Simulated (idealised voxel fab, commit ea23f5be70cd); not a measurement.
process module | voxel fin reveal
cross-section cut | 250 nm wide | cells 5 nm
A cross-section is a grid of square cells, given in bands from the top down. A band is one or more rows of cells.
Each band's line starts with the height of the band's top and of its bottom, in nm. Then come its materials from left to right, each with its width in nm. One material with "throughout" fills the band from edge to edge. "air" is empty space.
Height 0 is the level under which the wafer as received is all one material. The lowest band goes on downwards, as in "0 down".
A width such as "30 to 40" changes by the same amount from each row of cells to the next, from the band's top row to its bottom row.
"no change" after a step means that no cell of the cross-section changed.
closed voids: empty space of 8 cells or more with no open way to the top, each as width x height at its distance from the left edge, in nm
after a step's settings: what the simulator itself notes on the step
overlay nm, on a step with a mask: how far to the right of its planned place the mask lay; to the left if negative
plan
1 op RECEIVE | material Si
2 op CONFORMAL_DEP | material SiN | thk nm 10
3 op PATTERN | tone cover | mask id FINS | material resist | width nm 15 | pitch nm 35 | thk nm 20 | overlay nm 0
4 op DIRECTIONAL_ETCH | etch materials SiN | depth nm 10
5 op DIRECTIONAL_ETCH | etch materials Si | depth nm 35
6 op STRIP | etch materials resist
7 op FILL_DEP | material SiO2 | thk nm 10
8 op CMP | height nm 10
9 op SELECTIVE_ETCH | etch materials SiO2 | depth nm 25
10 op STRIP | etch materials SiN
11 op CONFORMAL_DEP | material HfO2 | thk nm 5
first wafer, as planned
as received, after step 1
  0 down: Si throughout
  closed voids: none
after step 2
  10 to 0: SiN throughout
  below 0: unchanged
after step 3
  30 to 10: air 65 | resist 15 | air 20 | resist 15 | air 20 | resist 15 | air 20 | resist 15 | air 65
  below 10: unchanged
after step 4
  30 to 10: air 65 | resist 15 | air 20 | resist 15 | air 20 | resist 15 | air 20 | resist 15 | air 65
  10 to 0: air 65 | SiN 15 | air 20 | SiN 15 | air 20 | SiN 15 | air 20 | SiN 15 | air 65
  below 0: unchanged
after step 5
  30 to 10: air 65 | resist 15 | air 20 | resist 15 | air 20 | resist 15 | air 20 | resist 15 | air 65
  10 to 0: air 65 | SiN 15 | air 20 | SiN 15 | air 20 | SiN 15 | air 20 | SiN 15 | air 65
  0 to -35: air 65 | Si 15 | air 20 | Si 15 | air 20 | Si 15 | air 20 | Si 15 | air 65
  below -35: unchanged
after step 6
  10 to 0: air 65 | SiN 15 | air 20 | SiN 15 | air 20 | SiN 15 | air 20 | SiN 15 | air 65
  below 0: unchanged
after step 7
  20 to 10: SiO2 throughout
  10 to 0: SiO2 65 | SiN 15 | SiO2 20 | SiN 15 | SiO2 20 | SiN 15 | SiO2 20 | SiN 15 | SiO2 65
  0 to -35: SiO2 65 | Si 15 | SiO2 20 | Si 15 | SiO2 20 | Si 15 | SiO2 20 | Si 15 | SiO2 65
  below -35: unchanged
after step 8
  10 to 0: SiO2 65 | SiN 15 | SiO2 20 | SiN 15 | SiO2 20 | SiN 15 | SiO2 20 | SiN 15 | SiO2 65
  below 0: unchanged
after step 9
  10 to 0: air 65 | SiN 15 | air 20 | SiN 15 | air 20 | SiN 15 | air 20 | SiN 15 | air 65
  0 to -15: air 65 | Si 15 | air 20 | Si 15 | air 20 | Si 15 | air 20 | Si 15 | air 65
  below -15: unchanged
after step 10
  0 to -15: air 65 | Si 15 | air 20 | Si 15 | air 20 | Si 15 | air 20 | Si 15 | air 65
  below -15: unchanged
after step 11
  5 to 0: air 60 | HfO2 25 | air 10 | HfO2 25 | air 10 | HfO2 25 | air 10 | HfO2 25 | air 60
  0 to -10: air 60 | HfO2 5 | Si 15 | HfO2 5 | air 10 | HfO2 5 | Si 15 | HfO2 5 | air 10 | HfO2 5 | Si 15 | HfO2 5 | air 10 | HfO2 5 | Si 15 | HfO2 5 | air 60
  -10 to -15: HfO2 65 | Si 15 | HfO2 20 | Si 15 | HfO2 20 | Si 15 | HfO2 20 | Si 15 | HfO2 65
  below -15: unchanged
second wafer: like start, like plan, one mistake. Through step 3 it matches the first wafer
when step 4 should have ended
  30 to 10: air 65 | resist 15 | air 20 | resist 15 | air 20 | resist 15 | air 20 | resist 15 | air 65
  10 to 0: air 65 | SiN 15 | air 20 | SiN 15 | air 20 | SiN 15 | air 20 | SiN 15 | air 65
  below 0: unchanged
when step 5 should have ended
  30 to 10: air 65 | resist 15 | air 20 | resist 15 | air 20 | resist 15 | air 20 | resist 15 | air 65
  10 to 0: air 65 | SiN 15 | air 20 | SiN 15 | air 20 | SiN 15 | air 20 | SiN 15 | air 65
  0 to -35: air 65 | Si 15 | air 20 | Si 15 | air 20 | Si 15 | air 20 | Si 15 | air 65
  below -35: unchanged
when step 6 should have ended
  10 to 0: air 65 | SiN 15 | air 20 | SiN 15 | air 20 | SiN 15 | air 20 | SiN 15 | air 65
  below 0: unchanged
when step 7 should have ended
  20 to 10: SiO2 throughout
  10 to 0: SiO2 65 | SiN 15 | SiO2 20 | SiN 15 | SiO2 20 | SiN 15 | SiO2 20 | SiN 15 | SiO2 65
  0 to -35: SiO2 65 | Si 15 | SiO2 20 | Si 15 | SiO2 20 | Si 15 | SiO2 20 | Si 15 | SiO2 65
  below -35: unchanged
when step 8 should have ended
  10 to 0: SiO2 65 | SiN 15 | SiO2 20 | SiN 15 | SiO2 20 | SiN 15 | SiO2 20 | SiN 15 | SiO2 65
  below 0: unchanged
when step 9 should have ended
  10 to 0: air 65 | SiN 15 | air 20 | SiN 15 | air 20 | SiN 15 | air 20 | SiN 15 | air 65
  0 to -15: air 65 | Si 15 | air 20 | Si 15 | air 20 | Si 15 | air 20 | Si 15 | air 65
  below -15: unchanged
when step 10 should have ended
  0 to -15: air 65 | Si 15 | air 20 | Si 15 | air 20 | Si 15 | air 20 | Si 15 | air 65
  below -15: unchanged
when step 11 should have ended
  5 to 0: air 60 | HfO2 25 | air 10 | HfO2 25 | air 10 | HfO2 25 | air 10 | HfO2 25 | air 60
  0 to -10: air 60 | HfO2 5 | Si 15 | HfO2 5 | air 10 | HfO2 5 | Si 15 | HfO2 5 | air 10 | HfO2 5 | Si 15 | HfO2 5 | air 10 | HfO2 5 | Si 15 | HfO2 5 | air 60
  -10 to -15: HfO2 65 | Si 15 | HfO2 20 | Si 15 | HfO2 20 | Si 15 | HfO2 20 | Si 15 | HfO2 65
  below -15: unchanged
what went wrong: step 4 was run twice
at the end the two cross-sections are the same: no effect in what this model computes
